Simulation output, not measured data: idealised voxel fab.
process module | voxel quadruple lines
Cross-section cut: width 260 nm, square cells of 5 nm.
Cross-section, as written here: a square-cell grid given band by band from the top down, where a band holds one or more rows of cells.
Look at the band entry: it leads with the top's height and the bottom's height in nm. Then it lists the materials left to right, with a width in nm for each. The word "full width" on a single material says that material fills the band edge to edge. The word "air" is empty space.
Ref level 0: as-received wafer is one material below here. Bottom band extends down with no lower bound ("from 0 down").
The expression "30 to 40" gives the width at the extremes of the band, the first number at its top row of cells and the second at its bottom row, with the width changing by equal amounts from each row to the next in between.
A step reported as "remained unchanged" is a step in which no cell of the cross-section changed.
Closed empty spaces: empty space of 8 cells or more with no open way to the top, each as width x height at its distance from the left edge, in nm
On a step's line, text after the settings is the simulator commenting on that step.
A step's line can hold "overlay nm"; with a mask on that step, the setting says how far right of the planned place the mask lay, while a negative setting says it lay to the left.
PLANNED PROCESS STEPS
- 1: RECEIVE (material Si)
- 2: CONFORMAL_DEP (material Al2O3; thk nm 5)
- 3: DIRECTIONAL_DEP (material Ru; thk nm 10)
- 4: DIRECTIONAL_DEP (material polySi; thk nm 15)
- 5: DIRECTIONAL_DEP (material aC; thk nm 25)
- 6: PATTERN (tone cover; mask id MANDREL; material resist; width nm 30; pitch nm 80; thk nm 35; overlay nm 0)
- 7: DIRECTIONAL_ETCH (etch materials aC; depth nm 25)
- 8: STRIP (etch materials resist)
- 9: CONFORMAL_DEP (material SiO2; thk nm 10)
- 10: DIRECTIONAL_ETCH (etch materials SiO2; depth nm 10)
- 11: STRIP (etch materials aC)
- 12: DIRECTIONAL_ETCH (etch materials polySi; depth nm 15)
- 13: STRIP (etch materials SiO2)
- 14: CONFORMAL_DEP (material SiCN; thk nm 10)
- 15: DIRECTIONAL_ETCH (etch materials SiCN; depth nm 10)
- 16: STRIP (etch materials polySi)
- 17: DIRECTIONAL_ETCH (etch materials Ru; depth nm 10)
- 18: STRIP (etch materials SiCN)
DELIVERED WAFER IN CROSS-SECTION: STATE AFTER STEP 1
from 0 down  Si full width
Closed empty spaces: none
POST-MODULE CROSS-SECTION OF THE FIRST OF TWO WAFERS (RUN PER PLAN)
from 15 to 5  air 55 nm, Ru 10 nm, air 10 nm, Ru 10 nm, air 10 nm, Ru 10 nm, air 10 nm, Ru 10 nm, air 10 nm, Ru 10 nm, air 10 nm, Ru 10 nm, air 10 nm, Ru 10 nm, air 10 nm, Ru 10 nm, air 55 nm
from 5 to 0  Al2O3 full width
from 0 down  Si full width
Closed empty spaces: none
SECOND WAFER AT THE END: LIKE START, LIKE PLAN, ONE MISTAKE
from 15 to 5  air 65 nm, Ru 10 nm, air 10 nm, Ru 10 nm, air 10 nm, Ru 10 nm, air 30 nm, Ru 10 nm, air 10 nm, Ru 10 nm, air 10 nm, Ru 10 nm, air 65 nm
from 5 to 0  Al2O3 full width
from 0 down  Si full width
Closed empty spaces: none
Deviation from plan: step 6 ran with different settings than intended, the actual operation and settings being PATTERN (tone open; mask id MANDREL; material resist; width nm 30; pitch nm 80; thk nm 35; overlay nm 0)
Once processing is complete, comparing cell counts shows that the second wafer has more or fewer of certain materials than the first: Ru -8
